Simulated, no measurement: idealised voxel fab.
The name of this process module is voxel transistor to metal.
195 nm wide, 5 nm square cells: that's cross-section cut.
How to read a cross-section here: the picture is a grid of square cells, written as bands going from the top down, and any band can span one or more rows of cells.
Within each band entry, the heights of the top and of the bottom of the band appear first, in that order and in nm; the materials of the band then follow from left to right, each with its corresponding width in nm. The designation "all across" on a single material indicates that it fills the band from edge to edge; the designation "empty" indicates empty space.
Below 0: as-received wafer, all one material; heights counted from there. Lowest band: no bottom, goes on down, written "z 0 and below".
Read "30->40" as a graded width: first number on top, second number at the bottom, same change between each pair of neighbouring rows.
No cell of the cross-section changed in a step that is given as "no modification".
Listed in "Enclosed void catalog": every empty space of 8 or more cells without an open way to the top. Form: width x height at distance, the distance being from the left edge, all in nm.
Anything after a step's settings on that line? It's the simulator's own note about the step.
overlay nm: how far to the right of its planned place the mask lay on this masked step (negative: to the left).
### These are the steps we planned for the process
1. RECEIVE [material Si]
2. CONFORMAL_DEP [material SiO2] [thk nm 5]
3. CONFORMAL_DEP [material SiN] [thk nm 10]
4. DIRECTIONAL_DEP [material aC] [thk nm 10]
5. PATTERN [tone cover] [mask id ACTIVE] [material resist] [width nm 115] [thk nm 25] [overlay nm 0]
6. DIRECTIONAL_ETCH [etch materials aC] [depth nm 10]
7. STRIP [etch materials resist]
8. DIRECTIONAL_ETCH [etch materials SiN] [depth nm 10]
9. DIRECTIONAL_ETCH [etch materials SiO2] [depth nm 5]
10. DIRECTIONAL_ETCH [etch materials Si] [depth nm 25]
11. STRIP [etch materials aC]
12. FILL_DEP [material SiO2] [thk nm 5]
13. CMP [height nm 15]
14. SELECTIVE_ETCH [etch materials SiO2] [depth nm 10]
15. STRIP [etch materials SiN]
16. SELECTIVE_ETCH [etch materials SiO2] [depth nm 5]
17. OXIDIZE [depth nm 5]
18. DIRECTIONAL_DEP [material polySi] [thk nm 25]
19. DIRECTIONAL_DEP [material SiCN] [thk nm 15]
20. MASKED_ETCH [tone cover] [mask id GATE] [width nm 25] [etch materials SiCN] [depth nm 25] [overlay nm 0]
21. MASKED_ETCH [tone cover] [mask id GATE] [width nm 25] [etch materials polySi] [depth nm 35] [overlay nm 0]
22. CONFORMAL_DEP [material SiO2] [thk nm 5]
23. DIRECTIONAL_ETCH [etch materials SiO2] [depth nm 5]
24. CONFORMAL_DEP [material SiN] [thk nm 10]
25. DIRECTIONAL_ETCH [etch materials SiN] [depth nm 10]
26. DIRECTIONAL_ETCH [etch materials SiO2] [depth nm 5]
27. DIRECTIONAL_ETCH [etch materials Si] [depth nm 5]
28. EPI [material SiGe] [thk nm 10]
29. FILL_DEP [material SiO2] [thk nm 5]
30. CMP [height nm 25]
31. STRIP [etch materials polySi]
32. SELECTIVE_ETCH [etch materials SiO2] [depth nm 5]
33. CONFORMAL_DEP [material HfO2] [thk nm 5]
34. CONFORMAL_DEP [material TiN] [thk nm 5]
35. FILL_DEP [material W] [thk nm 5]
36. CMP [height nm 20]
37. DIRECTIONAL_DEP [material SiO2] [thk nm 10]
38. MASKED_ETCH [tone open] [mask id CONTACT] [width nm 20] [pitch nm 75] [etch materials SiO2] [depth nm 30] [overlay nm 0]
39. CONFORMAL_DEP [material TiN] [thk nm 5]
40. FILL_DEP [material W] [thk nm 5]
41. CMP [height nm 30]
42. CONFORMAL_DEP [material SiCN] [thk nm 5]
43. DIRECTIONAL_DEP [material SiO2] [thk nm 15]
44. DIRECTIONAL_DEP [material aC] [thk nm 15]
45. PATTERN [tone open] [mask id METAL_1] [material resist] [width nm 20] [pitch nm 75] [thk nm 30] [overlay nm 0]
46. DIRECTIONAL_ETCH [etch materials aC] [depth nm 15]
47. STRIP [etch materials resist]
48. DIRECTIONAL_ETCH [etch materials SiO2] [depth nm 15]
49. DIRECTIONAL_ETCH [etch materials SiCN] [depth nm 5]
50. STRIP [etch materials aC]
51. CONFORMAL_DEP [material TiN] [thk nm 5]
52. FILL_DEP [material Ru] [thk nm 5]
53. CMP [height nm 50]
54. CONFORMAL_DEP [material SiN] [thk nm 5]
### Cross-section of the wafer as it came to us, i.e., already through step 1
  z 0 and below = Si all across
  Enclosed void catalog: none
### The plan above was carried out on the starting structure above with one mistake, and this cross-section shows the wafer at the end of the module
  z 55 to 50 = SiN all across
  z 50 to 35 = 55 SiO2  5 TiN  5 Ru  5 TiN  60 SiO2  5 TiN  5 Ru  5 TiN  50 SiO2
  z 35 to 30 = 55 SiCN  15 TiN  60 SiCN  15 TiN  50 SiCN
  z 30 to 20 = 50 SiO2  5 TiN  10 W  5 TiN  55 SiO2  5 TiN  10 W  5 TiN  50 SiO2
  z 20 to 10 = 50 SiO2  5 TiN  10 W  5 TiN  10 SiN  5 HfO2  5 TiN  15 W  5 TiN  5 HfO2  10 SiN  5 TiN  10 W  5 TiN  50 SiO2
  z 10 to 5 = 50 SiO2  20 TiN  10 SiN  5 HfO2  5 TiN  15 W  5 TiN  5 HfO2  10 SiN  20 TiN  50 SiO2
  z 5 to 0 = 50 SiO2  10 TiN  10 SiGe  10 SiN  5 HfO2  25 TiN  5 HfO2  10 SiN  10 SiGe  10 TiN  50 SiO2
  z 0 to -5 = 35 SiO2  35 SiGe  10 SiO2  35 HfO2  10 SiO2  35 SiGe  35 SiO2
  z -5 to -10 = 40 SiO2  30 SiGe  55 Si  30 SiGe  40 SiO2
  z -10 to -25 = 40 SiO2  115 Si  40 SiO2
  z -25 and below = Si all across
  Enclosed void catalog: none
What was the processing mistake? step 45: run off-plan, actual operation and settings PATTERN [tone open] [mask id METAL_1] [material resist] [width nm 15] [pitch nm 75] [thk nm 30] [overlay nm 0]
